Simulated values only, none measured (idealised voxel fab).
This is a process module. Its name is voxel capacitor over wiring.
Cross-sectional view cut (width: 220 nm; square cell size: 5 nm).
A cross-section is a grid of square cells, given in bands from the top down. A band is one or more rows of cells. Band: top and bottom heights (nm) first, top before bottom; then materials from left to right, widths in nm. "full width" marks a sole material filling the band edge to edge. "empty" denotes empty space. Measure heights from 0. That's the level where, below it, the as-received wafer is all one material. The lowest band is bottomless and extends downward; write it as in "0 nm and below". So if you see something like "30 to 40" for the width, read it as the top row of the band sitting at the first number and the bottom row at the second, with every row in between moving by the same amount as the last. "remained the same" -> step changed no cross-section cell. This entry, "Enclosed void entries", enumerates those empty regions of no fewer than 8 cells that possess no open connection to the top. Each region is reported in the form width x height at distance, the distance being taken from the left edge, with all three quantities expressed in nm. It should be noted that, on the line of a given step, the content following the step's settings is a remark produced by the simulator itself with respect to that step. Each step line may optionally specify "overlay nm", which for a step with a mask gives the rightward distance between the mask's planned place and where it lay, a negative value indicating the leftward direction.

# Process steps (planned)
1,RECEIVE: material Si
2,CONFORMAL_DEP: material SiO2, thk nm 10
3,DIRECTIONAL_DEP: material TiN, thk nm 5
4,DIRECTIONAL_DEP: material W, thk nm 15
5,DIRECTIONAL_DEP: material aC, thk nm 10
6,PATTERN: tone cover, mask id METAL_1, material resist, width nm 20, pitch nm 70, thk nm 30, overlay nm 0
7,DIRECTIONAL_ETCH: etch materials aC, depth nm 10
8,STRIP: etch materials resist
9,DIRECTIONAL_ETCH: etch materials W, depth nm 15
10,DIRECTIONAL_ETCH: etch materials TiN, depth nm 5
11,STRIP: etch materials aC
12,CONFORMAL_DEP: material SiCN, thk nm 5
13,FILL_DEP: material SiO2, thk nm 5
14,CMP: height nm 30
15,CONFORMAL_DEP: material SiCN, thk nm 5
16,DIRECTIONAL_DEP: material SiO2, thk nm 15
17,MASKED_ETCH: tone open, mask id PLUG_1, width nm 15, etch materials SiO2, depth nm 15, overlay nm 0
18,MASKED_ETCH: tone open, mask id PLUG_1, width nm 15, etch materials SiCN, depth nm 5, overlay nm 0
19,CONFORMAL_DEP: material TiN, thk nm 5
20,FILL_DEP: material Ru, thk nm 5
21,CMP: height nm 50
22,DIRECTIONAL_DEP: material TiN, thk nm 10
23,DIRECTIONAL_DEP: material HfO2, thk nm 5
24,DIRECTIONAL_DEP: material TiN, thk nm 5
25,PATTERN: tone cover, mask id UPPER_PLATE, material resist, width nm 55, thk nm 15, overlay nm 0
26,DIRECTIONAL_ETCH: etch materials TiN, depth nm 5
27,DIRECTIONAL_ETCH: etch materials HfO2, depth nm 5
28,STRIP: etch materials resist
29,DIRECTIONAL_DEP: material aC, thk nm 10
30,PATTERN: tone cover, mask id LOWER_PLATE, material resist, width nm 55, thk nm 25, overlay nm 0
31,DIRECTIONAL_ETCH: etch materials aC, depth nm 10
32,STRIP: etch materials resist
33,DIRECTIONAL_ETCH: etch materials TiN, depth nm 10
34,STRIP: etch materials aC
35,FILL_DEP: material SiO2, thk nm 15
36,CMP: height nm 80
37,PATTERN: tone open, mask id PLUG_2, material resist, width nm 15, thk nm 20, overlay nm 0
38,DIRECTIONAL_ETCH: etch materials SiO2, depth nm 10
39,STRIP: etch materials resist
40,CONFORMAL_DEP: material TiN, thk nm 5
41,FILL_DEP: material Ru, thk nm 10
42,CMP: height nm 80
43,CONFORMAL_DEP: material SiN, thk nm 5
What sets these wafers apart? The width nm at step 30. They all start alike, and the plan carries the first wafer's value.

# Cut through the first of several wafers as received, post step 1
- 0 nm and below: Si full width
- Enclosed void entries: none

# Shown in cross-section: the first of several wafers at the end of the module, after its last step, step 43
- 85 nm to 80 nm: SiN full width
- 80 nm to 75 nm: 80 of SiO2; 5 of TiN; 5 of Ru; 5 of TiN; 125 of SiO2
- 75 nm to 65 nm: 80 to 70 of SiO2; 15 to 55 of TiN; 125 to 95 of SiO2
- 65 nm to 60 nm: 70 of SiO2; 55 of HfO2; 95 of SiO2
- 60 nm to 50 nm: 70 of SiO2; 55 of TiN; 95 of SiO2
- 50 nm to 35 nm: 70 of SiO2; 5 of TiN; 5 of Ru; 5 of TiN; 135 of SiO2
- 35 nm to 30 nm: 70 of SiCN; 15 of TiN; 135 of SiCN
- 30 nm to 15 nm: 60 of SiO2; 5 of SiCN; 20 of W; 5 of SiCN; 40 of SiO2; 5 of SiCN; 20 of W; 5 of SiCN; 60 of SiO2
- 15 nm to 10 nm: 65 of SiCN; 20 of TiN; 50 of SiCN; 20 of TiN; 65 of SiCN
- 10 nm to 0 nm: SiO2 full width
- 0 nm and below: Si full width
- Enclosed void entries: none

# Cross-section of the final wafer among several, taken at the end of the module
- 85 nm to 80 nm: SiN full width
- 80 nm to 75 nm: 80 of SiO2; 5 of TiN; 5 of Ru; 5 of TiN; 125 of SiO2
- 75 nm to 65 nm: 80 to 70 of SiO2; 15 to 55 of TiN; 125 to 95 of SiO2
- 65 nm to 60 nm: 70 of SiO2; 55 of HfO2; 95 of SiO2
- 60 nm to 50 nm: 60 of SiO2; 80 of TiN; 80 of SiO2
- 50 nm to 35 nm: 70 of SiO2; 5 of TiN; 5 of Ru; 5 of TiN; 135 of SiO2
- 35 nm to 30 nm: 70 of SiCN; 15 of TiN; 135 of SiCN
- 30 nm to 15 nm: 60 of SiO2; 5 of SiCN; 20 of W; 5 of SiCN; 40 of SiO2; 5 of SiCN; 20 of W; 5 of SiCN; 60 of SiO2
- 15 nm to 10 nm: 65 of SiCN; 20 of TiN; 50 of SiCN; 20 of TiN; 65 of SiCN
- 10 nm to 0 nm: SiO2 full width
- 0 nm and below: Si full width
- Enclosed void entries: none

# each wafer at the end: cells of each material gained (+) or lost (-) since it was received, then its closed voids
width nm 55 | +11 HfO2 | +4 Ru | +89 SiCN | +44 SiN | +521 SiO2 | +55 TiN | +24 W | Enclosed void entries: none
width nm 60 | +11 HfO2 | +4 Ru | +89 SiCN | +44 SiN | +519 SiO2 | +57 TiN | +24 W | Enclosed void entries: none
width nm 65 | +11 HfO2 | +4 Ru | +89 SiCN | +44 SiN | +517 SiO2 | +59 TiN | +24 W | Enclosed void entries: none
width nm 70 | +11 HfO2 | +4 Ru | +89 SiCN | +44 SiN | +515 SiO2 | +61 TiN | +24 W | Enclosed void entries: none
width nm 75 | +11 HfO2 | +4 Ru | +89 SiCN | +44 SiN | +513 SiO2 | +63 TiN | +24 W | Enclosed void entries: none
width nm 80 | +11 HfO2 | +4 Ru | +89 SiCN | +44 SiN | +511 SiO2 | +65 TiN | +24 W | Enclosed void entries: none
